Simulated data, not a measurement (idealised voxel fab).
The name of this process module is voxel fin reveal.
The figure presents cross-section cut, which has a width of 250 nm and is divided into square cells with an edge length of 5 nm.
Think of the cross-section as a grid of square cells. We describe it in bands, top to bottom, and each band covers one or more rows of those cells.
Look at the band entry: it leads with the top's height and the bottom's height in nm. Then it lists the materials left to right, with a width in nm for each. The word "all across" on a single material says that material fills the band edge to edge. The word "empty" is empty space.
Convention: height 0 is the level below which the wafer, as received, is all one material. The lowest band does not terminate at the bottom but continues downward, represented as "0 and below".
So if you see something like "30..40" for the width, read it as the top row of the band sitting at the first number and the bottom row at the second, with every row in between moving by the same amount as the last.
For the purposes of this document, the phrase "left unchanged" attached to a step denotes that no cell within the cross-section was modified by that step.
Heads up: "Entrapped voids" only lists the empty pockets with no open path to the top that are 8 cells or more, and it writes them as width x height at distance, distance from the left edge, in nm.
Formally, on a step line, whatever follows the settings is a remark that the simulator itself makes on the step.
The "overlay nm" setting may appear on a step's line; for a step that uses a mask, it gives how far to the right of its planned position the mask lay, and a negative value indicates the left.
### Below is the list of planned process steps
1. RECEIVE,material Si
2. CONFORMAL_DEP,material SiN,thk nm 10
3. DIRECTIONAL_DEP,material aC,thk nm 15
4. PATTERN,tone cover,mask id FINS,material resist,width nm 15,pitch nm 40,thk nm 35,overlay nm 0
5. DIRECTIONAL_ETCH,etch materials aC,depth nm 15
6. STRIP,etch materials resist
7. DIRECTIONAL_ETCH,etch materials SiN,depth nm 10
8. DIRECTIONAL_ETCH,etch materials Si,depth nm 30
9. STRIP,etch materials aC
10. OXIDIZE,depth nm 5
11. FILL_DEP,material SiO2,thk nm 5
12. CMP,height nm 10
13. SELECTIVE_ETCH,etch materials SiO2,depth nm 30
14. STRIP,etch materials SiN
15. CONFORMAL_DEP,material SiO2,thk nm 5
### The first wafer of two, processed as planned
### As-received wafer cross-section (after step 1)
0 and below | Si all across
Entrapped voids: none
### Cross-section through the wafer, step 2 finished
10 down to 0 | SiN all across
Below 0, no change.
### Cross-section through the wafer, step 3 finished
25 down to 10 | aC all across
Below 10, no change.
### Cross-section through the wafer, step 4 finished
60 down to 25 | 75 of empty / 15 of resist / 25 of empty / 15 of resist / 25 of empty / 15 of resist / 80 of empty
Below 25, no change.
### Cross-section through the wafer, step 5 finished
45 down to 25 | 75 of empty / 15 of resist / 25 of empty / 15 of resist / 25 of empty / 15 of resist / 80 of empty
25 down to 10 | 75 of empty / 15 of aC / 25 of empty / 15 of aC / 25 of empty / 15 of aC / 80 of empty
Below 10, no change.
### Cross-section through the wafer, step 6 finished
25 down to 10 | 75 of empty / 15 of aC / 25 of empty / 15 of aC / 25 of empty / 15 of aC / 80 of empty
Below 10, no change.
### Cross-section through the wafer, step 7 finished
25 down to 10 | 75 of empty / 15 of aC / 25 of empty / 15 of aC / 25 of empty / 15 of aC / 80 of empty
10 down to 0 | 75 of empty / 15 of SiN / 25 of empty / 15 of SiN / 25 of empty / 15 of SiN / 80 of empty
Below 0, no change.
### Cross-section through the wafer, step 8 finished
25 down to 10 | 75 of empty / 15 of aC / 25 of empty / 15 of aC / 25 of empty / 15 of aC / 80 of empty
10 down to 0 | 75 of empty / 15 of SiN / 25 of empty / 15 of SiN / 25 of empty / 15 of SiN / 80 of empty
0 down to -30 | 75 of empty / 15 of Si / 25 of empty / 15 of Si / 25 of empty / 15 of Si / 80 of empty
Below -30, no change.
### Cross-section through the wafer, step 9 finished
10 down to 0 | 75 of empty / 15 of SiN / 25 of empty / 15 of SiN / 25 of empty / 15 of SiN / 80 of empty
Below 0, no change.
### Cross-section through the wafer, step 10 finished
10 down to 0 | 75 of empty / 15 of SiN / 25 of empty / 15 of SiN / 25 of empty / 15 of SiN / 80 of empty
0 down to -30 | 75 of empty / 5 of SiO2 / 5 of Si / 5 of SiO2 / 25 of empty / 5 of SiO2 / 5 of Si / 5 of SiO2 / 25 of empty / 5 of SiO2 / 5 of Si / 5 of SiO2 / 80 of empty
-30 down to -35 | 80 of SiO2 / 5 of Si / 35 of SiO2 / 5 of Si / 35 of SiO2 / 5 of Si / 85 of SiO2
Below -35, no change.
### Cross-section through the wafer, step 11 finished
15 down to 10 | SiO2 all across
10 down to 0 | 75 of SiO2 / 15 of SiN / 25 of SiO2 / 15 of SiN / 25 of SiO2 / 15 of SiN / 80 of SiO2
0 down to -35 | 80 of SiO2 / 5 of Si / 35 of SiO2 / 5 of Si / 35 of SiO2 / 5 of Si / 85 of SiO2
Below -35, no change.
### Cross-section through the wafer, step 12 finished
10 down to 0 | 75 of SiO2 / 15 of SiN / 25 of SiO2 / 15 of SiN / 25 of SiO2 / 15 of SiN / 80 of SiO2
Below 0, no change.
### Cross-section through the wafer, step 13 finished
10 down to 0 | 75 of empty / 15 of SiN / 25 of empty / 15 of SiN / 25 of empty / 15 of SiN / 80 of empty
0 down to -20 | 80 of empty / 5 of Si / 35 of empty / 5 of Si / 35 of empty / 5 of Si / 85 of empty
Below -20, no change.
### Cross-section through the wafer, step 14 finished
0 down to -20 | 80 of empty / 5 of Si / 35 of empty / 5 of Si / 35 of empty / 5 of Si / 85 of empty
Below -20, no change.
### Cross-section through the wafer, step 15 finished
5 down to 0 | 75 of empty / 15 of SiO2 / 25 of empty / 15 of SiO2 / 25 of empty / 15 of SiO2 / 80 of empty
0 down to -15 | 75 of empty / 5 of SiO2 / 5 of Si / 5 of SiO2 / 25 of empty / 5 of SiO2 / 5 of Si / 5 of SiO2 / 25 of empty / 5 of SiO2 / 5 of Si / 5 of SiO2 / 80 of empty
-15 down to -35 | 80 of SiO2 / 5 of Si / 35 of SiO2 / 5 of Si / 35 of SiO2 / 5 of Si / 85 of SiO2
Below -35, no change.
### Wafer two. Identical start, identical plan. One mistake in execution. Identical history through step 12
### Cross-section of the second wafer at the time by which step 13 should have been completed according to the plan
10 down to 0 | 75 of SiO2 / 15 of empty / 25 of SiO2 / 15 of empty / 25 of SiO2 / 15 of empty / 80 of SiO2
Below 0, no change.
### Cross-section of the second wafer at the time by which step 14 should have been completed according to the plan
0 down to -20 | 80 of empty / 5 of Si / 35 of empty / 5 of Si / 35 of empty / 5 of Si / 85 of empty
-20 down to -30 | 45 of SiO2 / 35 of empty / 5 of Si / 35 of empty / 5 of Si / 35 of empty / 5 of Si / 35 of empty / 50 of SiO2
Below -30, no change.
### Cross-section of the second wafer at the time by which step 15 should have been completed according to the plan
5 down to 0 | 75 of empty / 15 of SiO2 / 25 of empty / 15 of SiO2 / 25 of empty / 15 of SiO2 / 80 of empty
0 down to -15 | 75 of empty / 5 of SiO2 / 5 of Si / 5 of SiO2 / 25 of empty / 5 of SiO2 / 5 of Si / 5 of SiO2 / 25 of empty / 5 of SiO2 / 5 of Si / 5 of SiO2 / 80 of empty
-15 down to -25 | 50 of SiO2 / 25 of empty / 5 of SiO2 / 5 of Si / 5 of SiO2 / 25 of empty / 5 of SiO2 / 5 of Si / 5 of SiO2 / 25 of empty / 5 of SiO2 / 5 of Si / 5 of SiO2 / 25 of empty / 55 of SiO2
-25 down to -35 | 80 of SiO2 / 5 of Si / 35 of SiO2 / 5 of Si / 35 of SiO2 / 5 of Si / 85 of SiO2
Below -35, no change.
Misprocessing identified: mixed up steps 13 and 14 - ran each in the other's place
Final wafer comparison in cells, second versus first, more or fewer per material: SiO2: 40 fewer
